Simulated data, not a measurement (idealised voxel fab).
The process module presented herein is designated voxel wiring stack.
The width of the displayed cross-section, cut, is 235 nm; its cells are square, with a size of 5 nm.
Cross-section format: a grid of square cells, given as bands from top to bottom; each band is one or more rows of cells.
It is stipulated that each band's entry specify, in nanometres, the height of the top of the band and then that of its bottom, followed by the materials of the band in left-to-right sequence, each together with its width in nanometres. A single material marked by the word "full width" is understood to fill the band from edge to edge; the word "air" is understood to denote empty space.
Heights from 0 (as-received wafer is one material below). Bottom band endless downward, as "from 0 down".
Think of "30->40" as a width that walks from the first number to the second as you go down the band, top row to bottom row, taking equal-sized steps from row to row.
Step note "remains unaltered" = no cross-section cell changed.
What "Enclosed cavity list" gives you is every empty space of 8 cells or more that is cut off from the top. Each appears as width x height at distance, with the distance taken from the left edge and width, height and distance all in nm.
What comes after the settings on a step's line is commentary from the simulator itself on that step.
"overlay nm", when on a step's line for a step with a mask, measures how far to the right of its planned place the mask lay; a negative measure means to the left.
**Process steps (planned)**
1: RECEIVE [material Si]
2: CONFORMAL_DEP [material SiO2] [thk nm 10]
3: DIRECTIONAL_DEP [material TiN] [thk nm 5]
4: DIRECTIONAL_DEP [material Ru] [thk nm 15]
5: DIRECTIONAL_DEP [material aC] [thk nm 15]
6: PATTERN [tone cover] [mask id METAL_1] [material resist] [width nm 20] [pitch nm 50] [thk nm 30] [overlay nm 0]
7: DIRECTIONAL_ETCH [etch materials aC] [depth nm 15]
8: STRIP [etch materials resist]
9: DIRECTIONAL_ETCH [etch materials Ru] [depth nm 15]
10: DIRECTIONAL_ETCH [etch materials TiN] [depth nm 5]
11: STRIP [etch materials aC]
12: CONFORMAL_DEP [material SiCN] [thk nm 5]
13: FILL_DEP [material SiO2] [thk nm 5]
14: CMP [height nm 30]
15: CONFORMAL_DEP [material SiCN] [thk nm 5]
16: DIRECTIONAL_DEP [material SiO2] [thk nm 15]
17: DIRECTIONAL_DEP [material aC] [thk nm 10]
18: PATTERN [tone open] [mask id PLUG_1] [material resist] [width nm 15] [pitch nm 50] [thk nm 25] [overlay nm 0]
19: DIRECTIONAL_ETCH [etch materials aC] [depth nm 10]
20: STRIP [etch materials resist]
21: DIRECTIONAL_ETCH [etch materials SiO2] [depth nm 15]
22: DIRECTIONAL_ETCH [etch materials SiCN] [depth nm 5]
23: STRIP [etch materials aC]
24: CONFORMAL_DEP [material TiN] [thk nm 5]
25: FILL_DEP [material Ru] [thk nm 5]
26: CMP [height nm 50]
27: CONFORMAL_DEP [material SiN] [thk nm 5]
28: DIRECTIONAL_DEP [material lowk] [thk nm 25]
29: MASKED_ETCH [tone open] [mask id METAL_2] [width nm 20] [pitch nm 50] [etch materials lowk] [depth nm 25] [overlay nm 0]
30: MASKED_ETCH [tone open] [mask id METAL_2] [width nm 20] [pitch nm 50] [etch materials SiN] [depth nm 5] [overlay nm 0]
31: CONFORMAL_DEP [material TiN] [thk nm 5]
32: FILL_DEP [material W] [thk nm 5]
33: CMP [height nm 80]
34: CONFORMAL_DEP [material SiCN] [thk nm 5]
35: DIRECTIONAL_DEP [material SiO2] [thk nm 30]
36: DIRECTIONAL_DEP [material aC] [thk nm 10]
37: PATTERN [tone open] [mask id METAL_3_HOLES] [material resist] [width nm 15] [thk nm 30] [overlay nm 0]
38: DIRECTIONAL_ETCH [etch materials aC] [depth nm 10]
39: STRIP [etch materials resist]
40: DIRECTIONAL_ETCH [etch materials SiO2] [depth nm 30]
41: STRIP [etch materials aC]
42: MASKED_ETCH [tone open] [mask id METAL_3] [width nm 20] [pitch nm 50] [etch materials SiO2] [depth nm 15] [overlay nm 0]
43: MASKED_ETCH [tone open] [mask id METAL_3] [width nm 20] [pitch nm 50] [etch materials SiCN] [depth nm 5] [overlay nm 0]
44: CONFORMAL_DEP [material TiN] [thk nm 5]
45: FILL_DEP [material Ru] [thk nm 5]
46: CMP [height nm 115]
47: CONFORMAL_DEP [material SiN] [thk nm 5]
**Here's what the wafer looked like in cross-section when it arrived - that's after step 1**
    from 0 down | Si full width
    Enclosed cavity list: none
**Here's the wafer cut in cross-section after the module, started and planned just like above, except one thing was done wrong in the run**
    from 120 to 115 | SiN full width
    from 115 to 105 | SiO2 80 nm; TiN 5 nm; Ru 10 nm; TiN 5 nm; SiO2 30 nm; TiN 5 nm; Ru 10 nm; TiN 5 nm; SiO2 85 nm
    from 105 to 100 | SiO2 80 nm; TiN 5 nm; Ru 5 nm; TiN 10 nm; SiO2 30 nm; TiN 20 nm; SiO2 85 nm
    from 100 to 85 | SiO2 80 nm; TiN 5 nm; Ru 5 nm; TiN 5 nm; SiO2 140 nm
    from 85 to 80 | SiCN 80 nm; TiN 15 nm; SiCN 140 nm
    from 80 to 55 | lowk 80 nm; TiN 5 nm; W 10 nm; TiN 5 nm; lowk 30 nm; TiN 5 nm; W 10 nm; TiN 5 nm; lowk 85 nm
    from 55 to 50 | SiN 80 nm; TiN 20 nm; SiN 30 nm; TiN 20 nm; SiN 85 nm
    from 50 to 35 | Ru 75 nm; TiN 5 nm; SiO2 15 nm; TiN 5 nm; Ru 25 nm; TiN 5 nm; SiO2 15 nm; TiN 5 nm; Ru 85 nm
    from 35 to 30 | TiN 80 nm; SiCN 15 nm; TiN 35 nm; SiCN 15 nm; TiN 90 nm
    from 30 to 15 | SiO2 75 nm; SiCN 5 nm; Ru 20 nm; SiCN 5 nm; SiO2 20 nm; SiCN 5 nm; Ru 20 nm; SiCN 5 nm; SiO2 80 nm
    from 15 to 10 | SiCN 80 nm; TiN 20 nm; SiCN 30 nm; TiN 20 nm; SiCN 85 nm
    from 10 to 0 | SiO2 full width
    from 0 down | Si full width
    Enclosed cavity list: none
Misprocessing identified: step 18 was not run as planned; what actually ran was PATTERN [tone cover] [mask id PLUG_1] [material resist] [width nm 15] [pitch nm 50] [thk nm 25] [overlay nm 0]
